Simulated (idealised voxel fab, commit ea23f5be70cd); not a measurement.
process module | voxel wiring stack
cross-section cut | 280 nm wide | cells 5 nm
A cross-section is a grid of square cells, given in bands from the top down. A band is one or more rows of cells.
Each band's line starts with the height of the band's top and of its bottom, in nm. Then come its materials from left to right, each with its width in nm. One material with "throughout" fills the band from edge to edge. "air" is empty space.
Height 0 is the level under which the wafer as received is all one material. The lowest band goes on downwards, as in "0 down".
A width such as "30 to 40" changes by the same amount from each row of cells to the next, from the band's top row to its bottom row.
"no change" after a step means that no cell of the cross-section changed.
closed voids: empty space of 8 cells or more with no open way to the top, each as width x height at its distance from the left edge, in nm
after a step's settings: what the simulator itself notes on the step
overlay nm, on a step with a mask: how far to the right of its planned place the mask lay; to the left if negative
plan
1 op RECEIVE | material Si
2 op CONFORMAL_DEP | material SiO2 | thk nm 10
3 op CONFORMAL_DEP | material SiN | thk nm 5
4 op DIRECTIONAL_DEP | material lowk | thk nm 20
5 op MASKED_ETCH | tone open | mask id METAL_1 | width nm 20 | pitch nm 50 | etch materials lowk | depth nm 20 | overlay nm 0
6 op MASKED_ETCH | tone open | mask id METAL_1 | width nm 20 | pitch nm 50 | etch materials SiN | depth nm 5 | overlay nm 0
7 op CONFORMAL_DEP | material TiN | thk nm 5
8 op FILL_DEP | material W | thk nm 10
9 op CMP | height nm 35
10 op CONFORMAL_DEP | material SiCN | thk nm 5
11 op DIRECTIONAL_DEP | material SiO2 | thk nm 10
12 op DIRECTIONAL_DEP | material aC | thk nm 15
13 op PATTERN | tone open | mask id PLUG_1 | material resist | width nm 15 | pitch nm 50 | thk nm 35 | overlay nm 0
14 op DIRECTIONAL_ETCH | etch materials aC | depth nm 15
15 op STRIP | etch materials resist
16 op DIRECTIONAL_ETCH | etch materials SiO2 | depth nm 10
17 op DIRECTIONAL_ETCH | etch materials SiCN | depth nm 5
18 op STRIP | etch materials aC
19 op EPI | material Ru | thk nm 10
20 op EPI | material Ru | thk nm 5
21 op DIRECTIONAL_DEP | material TiN | thk nm 5
22 op DIRECTIONAL_DEP | material Ru | thk nm 25
23 op DIRECTIONAL_DEP | material aC | thk nm 10
24 op PATTERN | tone cover | mask id METAL_2 | material resist | width nm 20 | pitch nm 50 | thk nm 25 | overlay nm 0
25 op DIRECTIONAL_ETCH | etch materials aC | depth nm 10
26 op STRIP | etch materials resist
27 op DIRECTIONAL_ETCH | etch materials Ru | depth nm 25
28 op DIRECTIONAL_ETCH | etch materials TiN | depth nm 5
29 op STRIP | etch materials aC
30 op FILL_DEP | material lowk | thk nm 10
31 op CMP | height nm 80
32 op CONFORMAL_DEP | material SiN | thk nm 5
as received, after step 1
  0 down: Si throughout
  closed voids: none
first wafer at the end, as planned
  85 to 80: SiN throughout
  80 to 55: lowk 55 | Ru 20 | lowk 30 | Ru 20 | lowk 30 | Ru 20 | lowk 30 | Ru 20 | lowk 55
  55 to 50: lowk 55 | TiN 20 | lowk 30 | TiN 20 | lowk 30 | TiN 20 | lowk 30 | TiN 20 | lowk 55
  50 to 40: SiO2 55 | Ru 15 | SiO2 35 | Ru 15 | SiO2 35 | Ru 15 | SiO2 35 | Ru 15 | SiO2 60
  40 to 35: SiCN 55 | Ru 15 | SiCN 35 | Ru 15 | SiCN 35 | Ru 15 | SiCN 35 | Ru 15 | SiCN 60
  35 to 15: lowk 55 | TiN 5 | W 10 | TiN 5 | lowk 30 | TiN 5 | W 10 | TiN 5 | lowk 30 | TiN 5 | W 10 | TiN 5 | lowk 30 | TiN 5 | W 10 | TiN 5 | lowk 55
  15 to 10: SiN 55 | TiN 20 | SiN 30 | TiN 20 | SiN 30 | TiN 20 | SiN 30 | TiN 20 | SiN 55
  10 to 0: SiO2 throughout
  0 down: Si throughout
  closed voids: none
second wafer at the end: like start, like plan, one mistake
  85 to 80: SiN throughout
  80 to 55: lowk 55 | Ru 20 | lowk 30 | Ru 20 | lowk 30 | Ru 20 | lowk 30 | Ru 20 | lowk 55
  55 to 50: lowk 55 | TiN 20 | lowk 30 | TiN 20 | lowk 30 | TiN 20 | lowk 30 | TiN 20 | lowk 55
  50 to 40: SiO2 55 | Ru 15 | SiO2 35 | Ru 15 | SiO2 35 | Ru 15 | SiO2 35 | Ru 15 | SiO2 60
  40 to 35: SiCN 55 | Ru 15 | SiCN 35 | Ru 15 | SiCN 35 | Ru 15 | SiCN 35 | Ru 15 | SiCN 60
  35 to 20: lowk 50 | TiN 5 | W 20 | TiN 5 | lowk 20 | TiN 5 | W 20 | TiN 5 | lowk 20 | TiN 5 | W 20 | TiN 5 | lowk 20 | TiN 5 | W 20 | TiN 5 | lowk 50
  20 to 15: lowk 50 | TiN 10 | W 10 | TiN 10 | lowk 20 | TiN 10 | W 10 | TiN 10 | lowk 20 | TiN 10 | W 10 | TiN 10 | lowk 20 | TiN 10 | W 10 | TiN 10 | lowk 50
  15 to 10: SiN 55 | TiN 20 | SiN 30 | TiN 20 | SiN 30 | TiN 20 | SiN 30 | TiN 20 | SiN 55
  10 to 0: SiO2 throughout
  0 down: Si throughout
  closed voids: none
what went wrong: step 5 ran as: op MASKED_ETCH | tone open | mask id METAL_1 | width nm 30 | pitch nm 50 | etch materials lowk | depth nm 20 | overlay nm 0
at the end the second wafer has, in cells: 8 more of TiN | 24 more of W | 32 fewer of lowk
